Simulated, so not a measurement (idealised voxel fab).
Process module under the name voxel transistor to metal
Section cut is 160 nm wide and gridded with 5 nm square cells.
Square cells in a grid make up a cross-section in this document, and the grid is given as bands, listed from the top down, each one or more rows of cells.
Top height, bottom height, nm. Materials left to right, width each, nm. Single material + "edge to edge" = fills band edge to edge. "blank" = empty.
Heights from 0 (as-received wafer is one material below). Bottom band endless downward, as "0 -> down".
Note: "30 to 40" means the width goes from the first number (top row of the band) to the second number (bottom row) in equal steps per row of cells.
Basically "remained unchanged" means that step didn't change any cell in the cross-section.
The label "Non-vented voids" introduces a list of the empty spaces, 8 cells or larger, that have no open way up to the top; each entry in it reads width x height at distance, where the distance is taken from the left edge and all three are stated in nm.
It should be noted that, on the line of a given step, the content following the step's settings is a remark produced by the simulator itself with respect to that step.
"overlay nm" denotes, for a step that has a mask, the displacement of the mask to the right of its planned place, with negative values corresponding to the left.
[The process steps that were planned are listed below]
1,RECEIVE, material Si
2,OXIDIZE, depth nm 5
3,CONFORMAL_DEP, material SiN, thk nm 10
4,MASKED_ETCH, tone cover, mask id ACTIVE, width nm 110, etch materials SiN, depth nm 10, overlay nm 0
5,MASKED_ETCH, tone cover, mask id ACTIVE, width nm 110, etch materials SiO2, depth nm 5, overlay nm 0
6,MASKED_ETCH, tone cover, mask id ACTIVE, width nm 110, etch materials Si, depth nm 25, overlay nm 0
7,FILL_DEP, material SiO2, thk nm 5
8,CMP, height nm 10
9,SELECTIVE_ETCH, etch materials SiO2, depth nm 5
10,STRIP, etch materials SiN
11,SELECTIVE_ETCH, etch materials SiO2, depth nm 5
12,OXIDIZE, depth nm 5
13,DIRECTIONAL_DEP, material polySi, thk nm 20
14,DIRECTIONAL_DEP, material SiCN, thk nm 15
15,PATTERN, tone cover, mask id GATE, material resist, width nm 30, thk nm 15, overlay nm 0
16,DIRECTIONAL_ETCH, etch materials SiCN, depth nm 25
17,DIRECTIONAL_ETCH, etch materials polySi, depth nm 30
18,STRIP, etch materials resist
19,CONFORMAL_DEP, material SiO2, thk nm 5
20,DIRECTIONAL_ETCH, etch materials SiO2, depth nm 5
21,CONFORMAL_DEP, material SiN, thk nm 10
22,DIRECTIONAL_ETCH, etch materials SiN, depth nm 10
23,DIRECTIONAL_ETCH, etch materials SiO2, depth nm 5
24,EPI, material nSi, thk nm 5
25,FILL_DEP, material SiO2, thk nm 5
26,CMP, height nm 15
27,STRIP, etch materials polySi
28,SELECTIVE_ETCH, etch materials SiO2, depth nm 5
29,CONFORMAL_DEP, material HfO2, thk nm 5
30,CONFORMAL_DEP, material TiN, thk nm 5
31,FILL_DEP, material W, thk nm 5
32,CMP, height nm 10
33,DIRECTIONAL_DEP, material SiO2, thk nm 10
34,MASKED_ETCH, tone open, mask id CONTACT, width nm 20, pitch nm 80, etch materials SiO2, depth nm 25, overlay nm 0
35,CONFORMAL_DEP, material TiN, thk nm 5
36,FILL_DEP, material W, thk nm 10
37,CMP, height nm 20
38,DIRECTIONAL_DEP, material TiN, thk nm 5
39,DIRECTIONAL_DEP, material W, thk nm 25
40,MASKED_ETCH, tone cover, mask id METAL_1, width nm 20, pitch nm 80, etch materials W, depth nm 25, overlay nm 0
41,MASKED_ETCH, tone cover, mask id METAL_1, width nm 20, pitch nm 80, etch materials TiN, depth nm 5, overlay nm 0
42,CONFORMAL_DEP, material SiCN, thk nm 5
43,FILL_DEP, material lowk, thk nm 10
44,CMP, height nm 50
45,CONFORMAL_DEP, material SiCN, thk nm 5
[Wafer as received: cross-section following step 1]
  0 -> down | Si edge to edge
  Non-vented voids: none
[End-of-module cross-section of the first of two wafers, processed as planned]
  55 -> 50 | SiCN edge to edge
  50 -> 25 | lowk 25  SiCN 5  W 20  SiCN 5  lowk 50  SiCN 5  W 20  SiCN 5  lowk 25
  25 -> 20 | SiCN 30  TiN 20  SiCN 60  TiN 20  SiCN 30
  20 -> 10 | SiO2 30  TiN 5  W 10  TiN 5  SiO2 60  TiN 5  W 10  TiN 5  SiO2 30
  10 -> 0 | SiO2 30  TiN 5 to 10  W 10 to 5  TiN 5  SiN 10  HfO2 5  TiN 5  W 20  TiN 5  HfO2 5  SiN 10  TiN 5  W 10 to 5  TiN 5 to 10  SiO2 30
  0 -> -5 | SiO2 25  SiN 10  TiN 15  SiN 10  HfO2 5  TiN 30  HfO2 5  SiN 10  TiN 15  SiN 10  SiO2 25
  -5 -> -10 | SiO2 35  nSi 15  SiO2 10  HfO2 40  SiO2 10  nSi 15  SiO2 35
  -10 -> -30 | SiO2 25  Si 110  SiO2 25
  -30 -> down | Si edge to edge
  Non-vented voids: none
[Here's the second of our two wafers sectioned at module end. Same start as the first, same plan, but one mistake got made running it]
  55 -> 50 | SiCN edge to edge
  50 -> 25 | lowk 25  SiCN 5  W 20  SiCN 5  lowk 50  SiCN 5  W 20  SiCN 5  lowk 25
  25 -> 20 | SiCN 30  TiN 20  SiCN 60  TiN 20  SiCN 30
  20 -> 10 | SiO2 30  TiN 5 to 10  W 10 to 5  TiN 5  SiO2 60  TiN 5  W 10 to 5  TiN 5 to 10  SiO2 30
  10 -> 5 | HfO2 35  TiN 15  HfO2 15  TiN 5  W 20  TiN 5  HfO2 15  TiN 15  HfO2 35
  5 -> 0 | HfO2 65  TiN 5  W 20  TiN 5  HfO2 65
  0 -> -5 | SiO2 25  HfO2 40  TiN 30  HfO2 40  SiO2 25
  -5 -> -10 | SiO2 60  HfO2 40  SiO2 60
  -10 -> -30 | SiO2 25  Si 110  SiO2 25
  -30 -> down | Si edge to edge
  Non-vented voids: none
Against the plan, the run slipped here: heads up, step 21 didn't go per plan, it actually ran as CONFORMAL_DEP, material HfO2, thk nm 10
Upon completion, the second wafer contains, in terms of cells, a greater or smaller amount of certain materials than the first wafer: 56 more of HfO2, 16 fewer of SiN, 18 fewer of SiO2, 8 fewer of TiN, 8 fewer of W, 6 fewer of nSi
